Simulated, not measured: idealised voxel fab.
process module | voxel tone inversion
For reference, the cross-section in this document is cut, with width 270 nm and square cells of 5 nm.
Heads up, the way a cross-section reads in here is a grid of square cells, handed over as bands from the top down, with every band being one or more rows of cells. Each band's line starts with the height of the band's top and of its bottom, in nm. Then come its materials from left to right, each with its width in nm. One material with "edge to edge" fills the band from edge to edge. "blank" is empty space. Ref level 0: as-received wafer is one material below here. Bottom band extends down with no lower bound ("0 down"). The expression "30->40" gives the width at the extremes of the band, the first number at its top row of cells and the second at its bottom row, with the width changing by equal amounts from each row to the next in between. The designation "no change occurred", where it is given for a processing step, indicates that no cell of the cross-section was altered in the course of that step. "Closed-off voids" means: voids of 8 cells or more that are shut off from the top with no open way through. Written width x height at distance, distance from the left edge, in nm. Step line, after settings: the simulator's comment on this step. What "overlay nm" on a step's line means: if the step has a mask, that mask lay this far to the right of its planned place, or, when the value is negative, to the left.

Intended process steps:
1) RECEIVE | material Si
2) CONFORMAL_DEP | material SiCN | thk nm 10
3) DIRECTIONAL_DEP | material polySi | thk nm 15
4) PATTERN | tone cover | mask id POSTS | material resist | width nm 15 | pitch nm 35 | thk nm 25 | overlay nm 0
5) DIRECTIONAL_ETCH | etch materials polySi | depth nm 15
6) STRIP | etch materials resist
7) FILL_DEP | material lowk | thk nm 10
8) CMP | height nm 25
9) STRIP | etch materials polySi
10) CONFORMAL_DEP | material TiN | thk nm 5
11) FILL_DEP | material Ru | thk nm 5
12) CMP | height nm 25
13) CONFORMAL_DEP | material SiCN | thk nm 5

Step 1 complete: cross-section of the wafer as received:
> 0 down  Si edge to edge
> Closed-off voids: none

The first of two wafers, cross-sectioned at the end of the module, with the run proceeding as planned:
> 30 to 25  SiCN edge to edge
> 25 to 15  90 lowk; 5 TiN; 5 Ru; 5 TiN; 20 lowk; 5 TiN; 5 Ru; 5 TiN; 20 lowk; 5 TiN; 5 Ru; 5 TiN; 95 lowk
> 15 to 10  90 lowk; 15 TiN; 20 lowk; 15 TiN; 20 lowk; 15 TiN; 95 lowk
> 10 to 0  SiCN edge to edge
> 0 down  Si edge to edge
> Closed-off voids: none

What the second wafer looks like in cross-section once the module is done. Its start and its plan matched the first wafer's exactly; what differed was one mistake in how it was run:
> 30 to 15  SiCN edge to edge
> 15 to 0  polySi edge to edge
> 0 down  Si edge to edge
> Closed-off voids: none
Nonconformance to the process plan: steps 2 and 3 of the plan were each performed in the slot designated for the other
Final tally in cells, some materials are higher or lower on the second wafer than on the first: Ru -6 | TiN -21 | lowk -135 | polySi +162
